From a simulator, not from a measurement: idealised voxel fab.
process module | voxel plated lines
cross-section cut | 210 nm wide | cells 5 nm
A cross-section is a grid of square cells, given in bands from the top down. A band is one or more rows of cells.
Each band's line starts with the height of the band's top and of its bottom, in nm. Then come its materials from left to right, each with its width in nm. One material with "throughout" fills the band from edge to edge. "air" is empty space.
Height 0 is the level under which the wafer as received is all one material. The lowest band goes on downwards, as in "0 down".
A width such as "30 to 40" changes by the same amount from each row of cells to the next, from the band's top row to its bottom row.
"no change" after a step means that no cell of the cross-section changed.
closed voids: empty space of 8 cells or more with no open way to the top, each as width x height at its distance from the left edge, in nm
after a step's settings: what the simulator itself notes on the step
overlay nm, on a step with a mask: how far to the right of its planned place the mask lay; to the left if negative
plan
1 op RECEIVE | material Si
2 op CONFORMAL_DEP | material Al2O3 | thk nm 10
3 op DIRECTIONAL_DEP | material TiN | thk nm 5
4 op PATTERN | tone open | mask id LINES | material resist | width nm 25 | pitch nm 40 | thk nm 40 | overlay nm 0
5 op EPI | material Ru | thk nm 10
6 op EPI | material Ru | thk nm 10
7 op EPI | material Ru | thk nm 10
8 op STRIP | etch materials resist
9 op DIRECTIONAL_ETCH | etch materials TiN | depth nm 5
10 op CONFORMAL_DEP | material SiN | thk nm 10
as received, after step 1
  0 down: Si throughout
  closed voids: none
a wafer at the end: this start, this plan, one mistake
  25 to 15: SiN throughout
  15 to 5: Al2O3 throughout
  5 to 0: TiN throughout
  0 down: Si throughout
  closed voids: none
what went wrong: steps 2 and 3 were swapped
